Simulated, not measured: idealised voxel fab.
The process module that follows is named voxel released beams.
For reference, the cross-section in this document is cut, with width 260 nm and square cells of 5 nm.
Cross-section layout: square cells on a grid; listed as bands, top to bottom; a band spans one or more cell rows. For a band, the entry starts with two heights in nm, that of the top and then that of the bottom, and carries on with the band's materials in order from left to right, each alongside its width in nm; the word "all across" beside a single material means it fills the band edge to edge, and "empty" means empty space. Heads up on the height convention: 0 is the point under which the incoming wafer is all one material, and the lowest band has no bottom, it just keeps going down, like "0 -> down". The two numbers in a width such as "30..40" mark its ends across the band: the first belongs to the top row of cells, the second to the bottom row, and from each row to the next the width moves by the same amount. "changes: none" means the step left every cell of the cross-section as it was. Voids not open to the top, 8 cells minimum: see "Closed-off voids". Written width x height at distance; distance is from the left edge; nm. Past the settings on a step's line: simulator remark, on that step. For masked steps, "overlay nm" on the step line gives how far right of plan the mask actually lay; a minus sign means it lay to the left.
### plan
1 RECEIVE,material Si
2 CONFORMAL_DEP,material Al2O3,thk nm 5
3 DIRECTIONAL_DEP,material SiO2,thk nm 10
4 MASKED_ETCH,tone open,mask id ANCHOR,width nm 45,etch materials SiO2,depth nm 10,overlay nm 0
5 CONFORMAL_DEP,material polySi,thk nm 15
6 PATTERN,tone cover,mask id BEAM,material resist,width nm 130,thk nm 20,overlay nm 0
7 DIRECTIONAL_ETCH,etch materials polySi,depth nm 15
8 STRIP,etch materials resist
9 STRIP,etch materials SiO2
### Cross-section, incoming material, after step 1
	0 -> down | Si all across
	Closed-off voids: none
### Cross-section at module end, one run error; start and plan unchanged from above
	30 -> 15 | empty 60, polySi 130, empty 70
	15 -> 10 | Al2O3 all across
	10 -> 0 | SiO2 all across
	0 -> down | Si all across
	Closed-off voids: none
Against the plan, the run slipped here: ran 2 and 3 in swapped order versus the plan
